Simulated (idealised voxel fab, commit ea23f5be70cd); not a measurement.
A process module follows: voxel transistor to metal.
Pictured: cross-section cut, 200 nm wide, on a grid of 5 nm square cells.
Cross-section, as written here: a square-cell grid given band by band from the top down, where a band holds one or more rows of cells.
For a band, the entry starts with two heights in nm, that of the top and then that of the bottom, and carries on with the band's materials in order from left to right, each alongside its width in nm; the word "all across" beside a single material means it fills the band edge to edge, and "blank" means empty space.
The level at which height equals 0 is the one under which the wafer, as it arrives, is entirely one material. No lower edge exists for the bottom band, which continues downward and is notated as in "z 0 and below".
A two-number width, for instance "30..40", indicates that the width is equal to the first number in the top row of the band and to the second number in the bottom row, and that it changes by a constant amount per row of cells.
You'll sometimes find "everything unchanged" written for a step, and that's the way of saying that nowhere in the cross-section did a cell change during that step.
If an empty space has no open way to the top and is at least 8 cells in size, "Sealed cavities" lists it, written width x height at distance, where distance is measured from the left edge and every value is in nm.
Past the settings on a step's line: simulator remark, on that step.
Each step line may optionally specify "overlay nm", which for a step with a mask gives the rightward distance between the mask's planned place and where it lay, a negative value indicating the leftward direction.
## Planned step list for the process
1 RECEIVE (material Si)
2 CONFORMAL_DEP (material SiO2; thk nm 5)
3 CONFORMAL_DEP (material SiN; thk nm 15)
4 DIRECTIONAL_DEP (material aC; thk nm 10)
5 PATTERN (tone cover; mask id ACTIVE; material resist; width nm 110; thk nm 25; overlay nm 0)
6 DIRECTIONAL_ETCH (etch materials aC; depth nm 10)
7 STRIP (etch materials resist)
8 DIRECTIONAL_ETCH (etch materials SiN; depth nm 15)
9 DIRECTIONAL_ETCH (etch materials SiO2; depth nm 5)
10 DIRECTIONAL_ETCH (etch materials Si; depth nm 25)
11 STRIP (etch materials aC)
12 FILL_DEP (material SiO2; thk nm 10)
13 CMP (height nm 20)
14 SELECTIVE_ETCH (etch materials SiO2; depth nm 5)
15 STRIP (etch materials SiN)
16 SELECTIVE_ETCH (etch materials SiO2; depth nm 5)
17 OXIDIZE (depth nm 5)
18 DIRECTIONAL_DEP (material polySi; thk nm 20)
19 DIRECTIONAL_DEP (material SiCN; thk nm 10)
20 MASKED_ETCH (tone cover; mask id GATE; width nm 20; etch materials SiCN; depth nm 20; overlay nm 0)
21 MASKED_ETCH (tone cover; mask id GATE; width nm 20; etch materials polySi; depth nm 30; overlay nm 0)
22 CONFORMAL_DEP (material SiO2; thk nm 5)
23 DIRECTIONAL_ETCH (etch materials SiO2; depth nm 5)
24 CONFORMAL_DEP (material SiN; thk nm 5)
25 DIRECTIONAL_ETCH (etch materials SiN; depth nm 5)
26 DIRECTIONAL_ETCH (etch materials SiO2; depth nm 5)
27 DIRECTIONAL_ETCH (etch materials Si; depth nm 5)
28 EPI (material pSi; thk nm 5)
29 FILL_DEP (material SiO2; thk nm 5)
30 CMP (height nm 30)
31 DIRECTIONAL_DEP (material SiO2; thk nm 15)
32 PATTERN (tone open; mask id CONTACT; material resist; width nm 20; pitch nm 80; thk nm 20; overlay nm 0)
33 DIRECTIONAL_ETCH (etch materials SiO2; depth nm 50)
34 STRIP (etch materials resist)
35 CONFORMAL_DEP (material TiN; thk nm 5)
36 FILL_DEP (material W; thk nm 10)
37 CMP (height nm 45)
38 DIRECTIONAL_DEP (material TiN; thk nm 5)
39 DIRECTIONAL_DEP (material Ru; thk nm 15)
40 MASKED_ETCH (tone cover; mask id METAL_1; width nm 20; pitch nm 80; etch materials Ru; depth nm 15; overlay nm 0)
41 MASKED_ETCH (tone cover; mask id METAL_1; width nm 20; pitch nm 80; etch materials TiN; depth nm 5; overlay nm 0)
42 FILL_DEP (material lowk; thk nm 10)
43 CMP (height nm 65)
44 CONFORMAL_DEP (material SiCN; thk nm 5)
45 DIRECTIONAL_DEP (material lowk; thk nm 35)
46 PATTERN (tone open; mask id METAL_2_HOLES; material resist; width nm 15; pitch nm 80; thk nm 20; overlay nm 0)
47 DIRECTIONAL_ETCH (etch materials lowk; depth nm 35)
48 STRIP (etch materials resist)
49 PATTERN (tone open; mask id METAL_2; material resist; width nm 20; pitch nm 80; thk nm 20; overlay nm 0)
50 DIRECTIONAL_ETCH (etch materials lowk; depth nm 20)
51 DIRECTIONAL_ETCH (etch materials SiCN; depth nm 5)
52 STRIP (etch materials resist)
53 CONFORMAL_DEP (material TiN; thk nm 5)
54 FILL_DEP (material Ru; thk nm 10)
55 CMP (height nm 105)
56 CONFORMAL_DEP (material SiCN; thk nm 5)
## Received-state cross-section, reflecting completion of step 1
> z 0 and below | Si all across
> Sealed cavities: none
## Post-module cross-section: identical start and plan to those above, one misstep in execution
> z 110 to 105 | SiCN all across
> z 105 to 90 | 60 nm Ru | 5 nm TiN | 5 nm lowk | 5 nm TiN | 65 nm Ru | 5 nm TiN | 5 nm lowk | 5 nm TiN | 45 nm Ru
> z 90 to 85 | 55 nm TiN | 5 nm Ru | 5 nm TiN | 5 nm lowk | 65 nm TiN | 5 nm Ru | 5 nm TiN | 5 nm lowk | 50 nm TiN
> z 85 to 75 | 50 nm lowk | 5 nm TiN | 5 nm Ru | 5 nm TiN | 65 nm lowk | 5 nm TiN | 5 nm Ru | 5 nm TiN | 55 nm lowk
> z 75 to 70 | 50 nm lowk | 15 nm TiN | 65 nm lowk | 15 nm TiN | 55 nm lowk
> z 70 to 65 | SiCN all across
> z 65 to 50 | 50 nm lowk | 20 nm Ru | 60 nm lowk | 20 nm Ru | 50 nm lowk
> z 50 to 45 | 50 nm lowk | 20 nm TiN | 60 nm lowk | 20 nm TiN | 50 nm lowk
> z 45 to 30 | 50 nm SiO2 | 5 nm TiN | 10 nm W | 5 nm TiN | 60 nm SiO2 | 5 nm TiN | 10 nm W | 5 nm TiN | 50 nm SiO2
> z 30 to 20 | 50 nm SiO2 | 5 nm TiN | 10 nm W | 5 nm TiN | 10 nm SiO2 | 5 nm SiN | 5 nm SiO2 | 20 nm SiCN | 5 nm SiO2 | 5 nm SiN | 10 nm SiO2 | 5 nm TiN | 10 nm W | 5 nm TiN | 50 nm SiO2
> z 20 to 10 | 50 nm SiO2 | 5 nm TiN | 10 nm W | 5 nm TiN | 10 nm SiO2 | 5 nm SiN | 5 nm SiO2 | 20 nm polySi | 5 nm SiO2 | 5 nm SiN | 10 nm SiO2 | 5 nm TiN | 10 nm W | 5 nm TiN | 50 nm SiO2
> z 10 to 0 | 45 nm SiO2 | 5 nm SiN | 5..10 nm TiN | 10..5 nm W | 5 nm TiN | 10 nm SiO2 | 5 nm SiN | 5 nm SiO2 | 20 nm polySi | 5 nm SiO2 | 5 nm SiN | 10 nm SiO2 | 5 nm TiN | 10..5 nm W | 5..10 nm TiN | 5 nm SiN | 45 nm SiO2
> z 0 to -5 | 50 nm SiO2 | 5 nm pSi | 15 nm TiN | 5 nm SiO2 | 5 nm pSi | 40 nm SiO2 | 5 nm pSi | 5 nm SiO2 | 15 nm TiN | 5 nm pSi | 50 nm SiO2
> z -5 to -10 | 45 nm SiO2 | 5 nm Si | 30 nm pSi | 40 nm Si | 30 nm pSi | 5 nm Si | 45 nm SiO2
> z -10 to -25 | 45 nm SiO2 | 110 nm Si | 45 nm SiO2
> z -25 and below | Si all across
> Sealed cavities: none
Deviation noted in wafer processing: step 49 was processed under conditions differing from the plan, specifically as PATTERN (tone cover; mask id METAL_2; material resist; width nm 20; pitch nm 80; thk nm 20; overlay nm 0)
